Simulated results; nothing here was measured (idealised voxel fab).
process module | voxel transistor to metal
cross-section cut | 205 nm wide | cells 5 nm
A cross-section is a grid of square cells, given in bands from the top down. A band is one or more rows of cells.
Each band's line starts with the height of the band's top and of its bottom, in nm. Then come its materials from left to right, each with its width in nm. One material with "throughout" fills the band from edge to edge. "air" is empty space.
Height 0 is the level under which the wafer as received is all one material. The lowest band goes on downwards, as in "0 down".
A width such as "30 to 40" changes by the same amount from each row of cells to the next, from the band's top row to its bottom row.
"no change" after a step means that no cell of the cross-section changed.
closed voids: empty space of 8 cells or more with no open way to the top, each as width x height at its distance from the left edge, in nm
after a step's settings: what the simulator itself notes on the step
overlay nm, on a step with a mask: how far to the right of its planned place the mask lay; to the left if negative
plan
1 op RECEIVE | material Si
2 op OXIDIZE | depth nm 5
3 op CONFORMAL_DEP | material SiN | thk nm 15
4 op MASKED_ETCH | tone cover | mask id ACTIVE | width nm 110 | etch materials SiN | depth nm 15 | overlay nm 0
5 op MASKED_ETCH | tone cover | mask id ACTIVE | width nm 110 | etch materials SiO2 | depth nm 5 | overlay nm 0
6 op MASKED_ETCH | tone cover | mask id ACTIVE | width nm 110 | etch materials Si | depth nm 25 | overlay nm 0
7 op FILL_DEP | material SiO2 | thk nm 10
8 op CMP | height nm 15
9 op SELECTIVE_ETCH | etch materials SiO2 | depth nm 5
10 op STRIP | etch materials SiN
11 op SELECTIVE_ETCH | etch materials SiO2 | depth nm 5
12 op OXIDIZE | depth nm 5
13 op DIRECTIONAL_DEP | material polySi | thk nm 25
14 op DIRECTIONAL_DEP | material SiCN | thk nm 10
15 op PATTERN | tone cover | mask id GATE | material resist | width nm 30 | thk nm 20 | overlay nm 0
16 op DIRECTIONAL_ETCH | etch materials SiCN | depth nm 20
17 op DIRECTIONAL_ETCH | etch materials polySi | depth nm 35
18 op STRIP | etch materials resist
19 op CONFORMAL_DEP | material SiO2 | thk nm 5
20 op DIRECTIONAL_ETCH | etch materials SiO2 | depth nm 5
21 op CONFORMAL_DEP | material SiN | thk nm 10
22 op DIRECTIONAL_ETCH | etch materials SiN | depth nm 10
23 op DIRECTIONAL_ETCH | etch materials SiO2 | depth nm 5
24 op DIRECTIONAL_ETCH | etch materials Si | depth nm 5
25 op EPI | material nSi | thk nm 5
26 op FILL_DEP | material SiO2 | thk nm 5
27 op CMP | height nm 20
28 op STRIP | etch materials polySi
29 op SELECTIVE_ETCH | etch materials SiO2 | depth nm 5
30 op CONFORMAL_DEP | material HfO2 | thk nm 5
31 op CONFORMAL_DEP | material TiN | thk nm 5
32 op FILL_DEP | material W | thk nm 5
33 op CMP | height nm 15
34 op DIRECTIONAL_DEP | material SiO2 | thk nm 15
35 op MASKED_ETCH | tone open | mask id CONTACT | width nm 20 | pitch nm 80 | etch materials SiO2 | depth nm 40 | overlay nm 0
36 op CONFORMAL_DEP | material TiN | thk nm 5
37 op FILL_DEP | material W | thk nm 5
38 op CMP | height nm 30
39 op DIRECTIONAL_DEP | material TiN | thk nm 5
40 op DIRECTIONAL_DEP | material Ru | thk nm 15
41 op PATTERN | tone cover | mask id METAL_1 | material resist | width nm 20 | pitch nm 80 | thk nm 15 | overlay nm 0
42 op DIRECTIONAL_ETCH | etch materials Ru | depth nm 15
43 op DIRECTIONAL_ETCH | etch materials TiN | depth nm 5
44 op STRIP | etch materials resist
45 op CONFORMAL_DEP | material SiCN | thk nm 5
46 op FILL_DEP | material SiO2 | thk nm 10
47 op CMP | height nm 50
48 op CONFORMAL_DEP | material SiN | thk nm 5
first wafer, as planned
as received, after step 1
  0 down: Si throughout
  closed voids: none
after step 2
  0 to -5: SiO2 throughout
  below -5: unchanged
after step 3
  15 to 0: SiN throughout
  below 0: unchanged
after step 4
  15 to 0: air 45 | SiN 110 | air 50
  below 0: unchanged
after step 5
  15 to 0: air 45 | SiN 110 | air 50
  0 to -5: air 45 | SiO2 110 | air 50
  below -5: unchanged
after step 6
  15 to 0: air 45 | SiN 110 | air 50
  0 to -5: air 45 | SiO2 110 | air 50
  -5 to -30: air 45 | Si 110 | air 50
  below -30: unchanged
after step 7
  25 to 15: SiO2 throughout
  15 to 0: SiO2 45 | SiN 110 | SiO2 50
  0 to -5: SiO2 throughout
  -5 to -30: SiO2 45 | Si 110 | SiO2 50
  below -30: unchanged
after step 8
  15 to 0: SiO2 45 | SiN 110 | SiO2 50
  below 0: unchanged
after step 9
  15 to 10: air 45 | SiN 110 | air 50
  below 10: unchanged
after step 10
  10 to 0: SiO2 45 | air 110 | SiO2 50
  below 0: unchanged
after step 11
  5 to -5: SiO2 40 | air 120 | SiO2 45
  below -5: unchanged
after step 12
  5 to -5: SiO2 40 | air 120 | SiO2 45
  -5 to -10: SiO2 throughout
  below -10: unchanged
after step 13
  30 to 20: polySi 40 | air 120 | polySi 45
  20 to 5: polySi throughout
  5 to -5: SiO2 40 | polySi 120 | SiO2 45
  below -5: unchanged
after step 14
  40 to 30: SiCN 40 | air 120 | SiCN 45
  30 to 20: polySi 40 | SiCN 120 | polySi 45
  below 20: unchanged
after step 15
  60 to 40: air 85 | resist 30 | air 90
  40 to 30: SiCN 40 | air 45 | resist 30 | air 45 | SiCN 45
  below 30: unchanged
after step 16
  60 to 30: air 85 | resist 30 | air 90
  30 to 20: polySi 40 | air 45 | SiCN 30 | air 45 | polySi 45
  below 20: unchanged
after step 17
  60 to 30: air 85 | resist 30 | air 90
  30 to 20: air 85 | SiCN 30 | air 90
  20 to 5: air 85 | polySi 30 | air 90
  5 to -5: SiO2 40 | air 45 | polySi 30 | air 45 | SiO2 45
  below -5: unchanged
after step 18
  30 to 20: air 85 | SiCN 30 | air 90
  below 20: unchanged
after step 19
  35 to 30: air 80 | SiO2 40 | air 85
  30 to 20: air 80 | SiO2 5 | SiCN 30 | SiO2 5 | air 85
  20 to 10: air 80 | SiO2 5 | polySi 30 | SiO2 5 | air 85
  10 to 0: SiO2 45 | air 35 | SiO2 5 | polySi 30 | SiO2 5 | air 35 | SiO2 50
  0 to -5: SiO2 85 | polySi 30 | SiO2 90
  below -5: unchanged
after step 20
  30 to 20: air 80 | SiO2 5 | SiCN 30 | SiO2 5 | air 85
  20 to 5: air 80 | SiO2 5 | polySi 30 | SiO2 5 | air 85
  5 to -5: SiO2 45 | air 35 | SiO2 5 | polySi 30 | SiO2 5 | air 35 | SiO2 50
  below -5: unchanged
after step 21
  40 to 30: air 70 | SiN 60 | air 75
  30 to 20: air 70 | SiN 10 | SiO2 5 | SiCN 30 | SiO2 5 | SiN 10 | air 75
  20 to 15: air 70 | SiN 10 | SiO2 5 | polySi 30 | SiO2 5 | SiN 10 | air 75
  15 to 5: SiN 55 | air 15 | SiN 10 | SiO2 5 | polySi 30 | SiO2 5 | SiN 10 | air 15 | SiN 60
  5 to -5: SiO2 45 | SiN 35 | SiO2 5 | polySi 30 | SiO2 5 | SiN 35 | SiO2 50
  below -5: unchanged
after step 22
  30 to 20: air 70 | SiN 10 | SiO2 5 | SiCN 30 | SiO2 5 | SiN 10 | air 75
  20 to 5: air 70 | SiN 10 | SiO2 5 | polySi 30 | SiO2 5 | SiN 10 | air 75
  5 to -5: SiO2 45 | SiN 10 | air 15 | SiN 10 | SiO2 5 | polySi 30 | SiO2 5 | SiN 10 | air 15 | SiN 10 | SiO2 50
  below -5: unchanged
after step 23
  30 to 25: air 70 | SiN 10 | air 5 | SiCN 30 | air 5 | SiN 10 | air 75
  25 to 20: air 70 | SiN 10 | SiO2 5 | SiCN 30 | SiO2 5 | SiN 10 | air 75
  20 to 5: air 70 | SiN 10 | SiO2 5 | polySi 30 | SiO2 5 | SiN 10 | air 75
  5 to 0: air 45 | SiN 10 | air 15 | SiN 10 | SiO2 5 | polySi 30 | SiO2 5 | SiN 10 | air 15 | SiN 10 | air 50
  0 to -5: SiO2 45 | SiN 10 | air 15 | SiN 10 | SiO2 5 | polySi 30 | SiO2 5 | SiN 10 | air 15 | SiN 10 | SiO2 50
  -5 to -10: SiO2 55 | air 15 | SiO2 60 | air 15 | SiO2 60
  below -10: unchanged
after step 24
  30 to 25: air 70 | SiN 10 | air 5 | SiCN 30 | air 5 | SiN 10 | air 75
  25 to 20: air 70 | SiN 10 | SiO2 5 | SiCN 30 | SiO2 5 | SiN 10 | air 75
  20 to 5: air 70 | SiN 10 | SiO2 5 | polySi 30 | SiO2 5 | SiN 10 | air 75
  5 to 0: air 45 | SiN 10 | air 15 | SiN 10 | SiO2 5 | polySi 30 | SiO2 5 | SiN 10 | air 15 | SiN 10 | air 50
  0 to -5: SiO2 45 | SiN 10 | air 15 | SiN 10 | SiO2 5 | polySi 30 | SiO2 5 | SiN 10 | air 15 | SiN 10 | SiO2 50
  -5 to -10: SiO2 55 | air 15 | SiO2 60 | air 15 | SiO2 60
  -10 to -15: SiO2 45 | Si 10 | air 15 | Si 60 | air 15 | Si 10 | SiO2 50
  below -15: unchanged
after step 25
  30 to 25: air 70 | SiN 10 | air 5 | SiCN 30 | air 5 | SiN 10 | air 75
  25 to 20: air 70 | SiN 10 | SiO2 5 | SiCN 30 | SiO2 5 | SiN 10 | air 75
  20 to 5: air 70 | SiN 10 | SiO2 5 | polySi 30 | SiO2 5 | SiN 10 | air 75
  5 to 0: air 45 | SiN 10 | air 15 | SiN 10 | SiO2 5 | polySi 30 | SiO2 5 | SiN 10 | air 15 | SiN 10 | air 50
  0 to -5: SiO2 45 | SiN 10 | air 15 | SiN 10 | SiO2 5 | polySi 30 | SiO2 5 | SiN 10 | air 15 | SiN 10 | SiO2 50
  -5 to -10: SiO2 55 | nSi 5 | air 5 | nSi 5 | SiO2 60 | nSi 5 | air 5 | nSi 5 | SiO2 60
  -10 to -15: SiO2 45 | Si 10 | nSi 15 | Si 60 | nSi 15 | Si 10 | SiO2 50
  below -15: unchanged
after step 26
  35 to 30: SiO2 throughout
  30 to 20: SiO2 70 | SiN 10 | SiO2 5 | SiCN 30 | SiO2 5 | SiN 10 | SiO2 75
  20 to 5: SiO2 70 | SiN 10 | SiO2 5 | polySi 30 | SiO2 5 | SiN 10 | SiO2 75
  5 to -5: SiO2 45 | SiN 10 | SiO2 15 | SiN 10 | SiO2 5 | polySi 30 | SiO2 5 | SiN 10 | SiO2 15 | SiN 10 | SiO2 50
  -5 to -10: SiO2 55 | nSi 5 | SiO2 5 | nSi 5 | SiO2 60 | nSi 5 | SiO2 5 | nSi 5 | SiO2 60
  below -10: unchanged
after step 27
  20 to 5: SiO2 70 | SiN 10 | SiO2 5 | polySi 30 | SiO2 5 | SiN 10 | SiO2 75
  below 5: unchanged
after step 28
  20 to 5: SiO2 70 | SiN 10 | SiO2 5 | air 30 | SiO2 5 | SiN 10 | SiO2 75
  5 to -5: SiO2 45 | SiN 10 | SiO2 15 | SiN 10 | SiO2 5 | air 30 | SiO2 5 | SiN 10 | SiO2 15 | SiN 10 | SiO2 50
  below -5: unchanged
after step 29
  20 to 15: air 70 | SiN 10 | air 40 | SiN 10 | air 75
  15 to 5: SiO2 70 | SiN 10 | air 40 | SiN 10 | SiO2 75
  5 to -5: SiO2 45 | SiN 10 | SiO2 15 | SiN 10 | air 40 | SiN 10 | SiO2 15 | SiN 10 | SiO2 50
  -5 to -10: SiO2 55 | nSi 5 | SiO2 5 | nSi 5 | SiO2 10 | air 40 | SiO2 10 | nSi 5 | SiO2 5 | nSi 5 | SiO2 60
  below -10: unchanged
after step 30
  25 to 20: air 65 | HfO2 20 | air 30 | HfO2 20 | air 70
  20 to 15: HfO2 70 | SiN 10 | HfO2 5 | air 30 | HfO2 5 | SiN 10 | HfO2 75
  15 to 5: SiO2 70 | SiN 10 | HfO2 5 | air 30 | HfO2 5 | SiN 10 | SiO2 75
  5 to -5: SiO2 45 | SiN 10 | SiO2 15 | SiN 10 | HfO2 5 | air 30 | HfO2 5 | SiN 10 | SiO2 15 | SiN 10 | SiO2 50
  -5 to -10: SiO2 55 | nSi 5 | SiO2 5 | nSi 5 | SiO2 10 | HfO2 40 | SiO2 10 | nSi 5 | SiO2 5 | nSi 5 | SiO2 60
  below -10: unchanged
after step 31
  30 to 25: air 60 | TiN 30 | air 20 | TiN 30 | air 65
  25 to 20: TiN 65 | HfO2 20 | TiN 5 | air 20 | TiN 5 | HfO2 20 | TiN 70
  20 to 15: HfO2 70 | SiN 10 | HfO2 5 | TiN 5 | air 20 | TiN 5 | HfO2 5 | SiN 10 | HfO2 75
  15 to 5: SiO2 70 | SiN 10 | HfO2 5 | TiN 5 | air 20 | TiN 5 | HfO2 5 | SiN 10 | SiO2 75
  5 to 0: SiO2 45 | SiN 10 | SiO2 15 | SiN 10 | HfO2 5 | TiN 5 | air 20 | TiN 5 | HfO2 5 | SiN 10 | SiO2 15 | SiN 10 | SiO2 50
  0 to -5: SiO2 45 | SiN 10 | SiO2 15 | SiN 10 | HfO2 5 | TiN 30 | HfO2 5 | SiN 10 | SiO2 15 | SiN 10 | SiO2 50
  below -5: unchanged
after step 32
  35 to 30: W throughout
  30 to 25: W 60 | TiN 30 | W 20 | TiN 30 | W 65
  25 to 20: TiN 65 | HfO2 20 | TiN 5 | W 20 | TiN 5 | HfO2 20 | TiN 70
  20 to 15: HfO2 70 | SiN 10 | HfO2 5 | TiN 5 | W 20 | TiN 5 | HfO2 5 | SiN 10 | HfO2 75
  15 to 5: SiO2 70 | SiN 10 | HfO2 5 | TiN 5 | W 20 | TiN 5 | HfO2 5 | SiN 10 | SiO2 75
  5 to 0: SiO2 45 | SiN 10 | SiO2 15 | SiN 10 | HfO2 5 | TiN 5 | W 20 | TiN 5 | HfO2 5 | SiN 10 | SiO2 15 | SiN 10 | SiO2 50
  below 0: unchanged
after step 33
  15 to 5: SiO2 70 | SiN 10 | HfO2 5 | TiN 5 | W 20 | TiN 5 | HfO2 5 | SiN 10 | SiO2 75
  below 5: unchanged
after step 34
  30 to 15: SiO2 throughout
  below 15: unchanged
after step 35
  30 to 15: SiO2 50 | air 20 | SiO2 60 | air 20 | SiO2 55
  15 to 5: SiO2 50 | air 20 | SiN 10 | HfO2 5 | TiN 5 | W 20 | TiN 5 | HfO2 5 | SiN 10 | air 20 | SiO2 55
  5 to 0: SiO2 45 | SiN 10 | air 15 | SiN 10 | HfO2 5 | TiN 5 | W 20 | TiN 5 | HfO2 5 | SiN 10 | air 15 | SiN 10 | SiO2 50
  0 to -5: SiO2 45 | SiN 10 | air 15 | SiN 10 | HfO2 5 | TiN 30 | HfO2 5 | SiN 10 | air 15 | SiN 10 | SiO2 50
  -5 to -10: SiO2 55 | nSi 5 | air 5 | nSi 5 | SiO2 10 | HfO2 40 | SiO2 10 | nSi 5 | air 5 | nSi 5 | SiO2 60
  below -10: unchanged
after step 36
  35 to 30: TiN 55 | air 10 | TiN 70 | air 10 | TiN 60
  30 to 15: SiO2 50 | TiN 5 | air 10 | TiN 5 | SiO2 60 | TiN 5 | air 10 | TiN 5 | SiO2 55
  15 to 5: SiO2 50 | TiN 5 to 10 | air 10 to 5 | TiN 5 | SiN 10 | HfO2 5 | TiN 5 | W 20 | TiN 5 | HfO2 5 | SiN 10 | TiN 5 | air 10 to 5 | TiN 5 to 10 | SiO2 55
  5 to 0: SiO2 45 | SiN 10 | TiN 5 | air 5 | TiN 5 | SiN 10 | HfO2 5 | TiN 5 | W 20 | TiN 5 | HfO2 5 | SiN 10 | TiN 5 | air 5 | TiN 5 | SiN 10 | SiO2 50
  0 to -5: SiO2 45 | SiN 10 | TiN 15 | SiN 10 | HfO2 5 | TiN 30 | HfO2 5 | SiN 10 | TiN 15 | SiN 10 | SiO2 50
  -5 to -10: SiO2 55 | nSi 5 | TiN 5 | nSi 5 | SiO2 10 | HfO2 40 | SiO2 10 | nSi 5 | TiN 5 | nSi 5 | SiO2 60
  below -10: unchanged
after step 37
  40 to 35: W throughout
  35 to 30: TiN 55 | W 10 | TiN 70 | W 10 | TiN 60
  30 to 15: SiO2 50 | TiN 5 | W 10 | TiN 5 | SiO2 60 | TiN 5 | W 10 | TiN 5 | SiO2 55
  15 to 5: SiO2 50 | TiN 5 to 10 | W 10 to 5 | TiN 5 | SiN 10 | HfO2 5 | TiN 5 | W 20 | TiN 5 | HfO2 5 | SiN 10 | TiN 5 | W 10 to 5 | TiN 5 to 10 | SiO2 55
  5 to 0: SiO2 45 | SiN 10 | TiN 5 | W 5 | TiN 5 | SiN 10 | HfO2 5 | TiN 5 | W 20 | TiN 5 | HfO2 5 | SiN 10 | TiN 5 | W 5 | TiN 5 | SiN 10 | SiO2 50
  below 0: unchanged
after step 38
  30 to 15: SiO2 50 | TiN 5 | W 10 | TiN 5 | SiO2 60 | TiN 5 | W 10 | TiN 5 | SiO2 55
  below 15: unchanged
after step 39
  35 to 30: TiN throughout
  below 30: unchanged
after step 40
  50 to 35: Ru throughout
  below 35: unchanged
after step 41
  65 to 50: air 50 | resist 20 | air 60 | resist 20 | air 55
  below 50: unchanged
after step 42
  65 to 50: air 50 | resist 20 | air 60 | resist 20 | air 55
  50 to 35: air 50 | Ru 20 | air 60 | Ru 20 | air 55
  below 35: unchanged
after step 43
  65 to 50: air 50 | resist 20 | air 60 | resist 20 | air 55
  50 to 35: air 50 | Ru 20 | air 60 | Ru 20 | air 55
  35 to 30: air 50 | TiN 20 | air 60 | TiN 20 | air 55
  below 30: unchanged
after step 44
  50 to 35: air 50 | Ru 20 | air 60 | Ru 20 | air 55
  below 35: unchanged
after step 45
  55 to 50: air 45 | SiCN 30 | air 50 | SiCN 30 | air 50
  50 to 35: air 45 | SiCN 5 | Ru 20 | SiCN 5 | air 50 | SiCN 5 | Ru 20 | SiCN 5 | air 50
  35 to 30: SiCN 50 | TiN 20 | SiCN 60 | TiN 20 | SiCN 55
  below 30: unchanged
after step 46
  65 to 55: SiO2 throughout
  55 to 50: SiO2 45 | SiCN 30 | SiO2 50 | SiCN 30 | SiO2 50
  50 to 35: SiO2 45 | SiCN 5 | Ru 20 | SiCN 5 | SiO2 50 | SiCN 5 | Ru 20 | SiCN 5 | SiO2 50
  below 35: unchanged
after step 47
  50 to 35: SiO2 45 | SiCN 5 | Ru 20 | SiCN 5 | SiO2 50 | SiCN 5 | Ru 20 | SiCN 5 | SiO2 50
  below 35: unchanged
after step 48
  55 to 50: SiN throughout
  below 50: unchanged
second wafer: like start, like plan, one mistake. Through step 40 it matches the first wafer
when step 41 should have ended
  65 to 50: resist 50 | air 20 | resist 60 | air 20 | resist 55
  below 50: unchanged
when step 42 should have ended
  65 to 50: resist 50 | air 20 | resist 60 | air 20 | resist 55
  50 to 35: Ru 50 | air 20 | Ru 60 | air 20 | Ru 55
  below 35: unchanged
when step 43 should have ended
  65 to 50: resist 50 | air 20 | resist 60 | air 20 | resist 55
  50 to 35: Ru 50 | air 20 | Ru 60 | air 20 | Ru 55
  35 to 30: TiN 50 | air 20 | TiN 60 | air 20 | TiN 55
  below 30: unchanged
when step 44 should have ended
  50 to 35: Ru 50 | air 20 | Ru 60 | air 20 | Ru 55
  below 35: unchanged
when step 45 should have ended
  55 to 50: SiCN 55 | air 10 | SiCN 70 | air 10 | SiCN 60
  50 to 35: Ru 50 | SiCN 5 | air 10 | SiCN 5 | Ru 60 | SiCN 5 | air 10 | SiCN 5 | Ru 55
  35 to 30: TiN 50 | SiCN 20 | TiN 60 | SiCN 20 | TiN 55
  below 30: unchanged
when step 46 should have ended
  65 to 55: SiO2 throughout
  55 to 50: SiCN 55 | SiO2 10 | SiCN 70 | SiO2 10 | SiCN 60
  50 to 35: Ru 50 | SiCN 5 | SiO2 10 | SiCN 5 | Ru 60 | SiCN 5 | SiO2 10 | SiCN 5 | Ru 55
  below 35: unchanged
when step 47 should have ended
  50 to 35: Ru 50 | SiCN 5 | SiO2 10 | SiCN 5 | Ru 60 | SiCN 5 | SiO2 10 | SiCN 5 | Ru 55
  below 35: unchanged
when step 48 should have ended
  55 to 50: SiN throughout
  below 50: unchanged
what went wrong: step 41 ran as: op PATTERN | tone open | mask id METAL_1 | material resist | width nm 20 | pitch nm 80 | thk nm 15 | overlay nm 0
at the end the second wafer has, in cells: 75 more of Ru | 25 fewer of SiCN | 75 fewer of SiO2 | 25 more of TiN
